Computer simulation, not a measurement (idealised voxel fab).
This is a process module. Its name is voxel released beams.
Each square cell in cross-section cut measures 5 nm, and the section as a whole is 275 nm wide.
A cross-section is written here as square cells arranged in a grid, and it is given in bands from the top down, each band taking up one or more rows of cells. The entry gives the band's vertical extent as a top height and a bottom height in nm, then its horizontal make-up as materials from left to right, each with a width in nm. "air" stands for empty space; a single material marked "edge to edge" fills the band edge to edge. Height reference: 0 = level under which incoming wafer is all one material. Lowest band: no bottom, runs on downward, e.g. "0 nm and below". You'd read "30 to 40" like this: the band's top row of cells is as wide as the first number, its bottom row is as wide as the second, and going down, every row changes width by the same amount as the row before did. Take "no change" at face value: in the step it is given for, the cross-section changed in none of its cells. Sealed cavities: empty space of 8 cells or more with no open way to the top, each as width x height at its distance from the left edge, in nm. after a step's settings: what the simulator itself notes on the step. "overlay nm" answers the question of how far to the right of plan the mask lay on a step that has a mask, and when it is negative the answer is to the left.
### Set out below are the planned steps of the process
1. RECEIVE with material Si
2. CONFORMAL_DEP with material Al2O3, thk nm 5
3. DIRECTIONAL_DEP with material SiO2, thk nm 10
4. DIRECTIONAL_DEP with material aC, thk nm 15
5. PATTERN with tone open, mask id ANCHOR, material resist, width nm 45, thk nm 35, overlay nm 0
6. DIRECTIONAL_ETCH with etch materials aC, depth nm 15
7. STRIP with etch materials resist
8. DIRECTIONAL_ETCH with etch materials SiO2, depth nm 10
9. STRIP with etch materials aC
10. CONFORMAL_DEP with material polySi, thk nm 15
11. PATTERN with tone cover, mask id BEAM, material resist, width nm 95, thk nm 20, overlay nm 0
12. DIRECTIONAL_ETCH with etch materials polySi, depth nm 15
13. STRIP with etch materials resist
14. STRIP with etch materials SiO2
### The cross-section here shows the wafer as received, i.e. in its state after step 1
> 0 nm and below = Si edge to edge
> Sealed cavities: none
### The module was run from the start shown above using the plan shown above, but one mistake was made doing it; the resulting wafer cross-section is below
> 30 nm to 20 nm = air (85)  polySi (65)  air (125)
> 20 nm to 15 nm = air (85)  polySi (95)  air (95)
> 15 nm to 5 nm = air (75)  polySi (15)  SiO2 (45)  polySi (45)  air (95)
> 5 nm to 0 nm = Al2O3 edge to edge
> 0 nm and below = Si edge to edge
> Sealed cavities: none
Short version of what went wrong: step 5 off recipe, ran as PATTERN with tone cover, mask id ANCHOR, material resist, width nm 45, thk nm 35, overlay nm 0
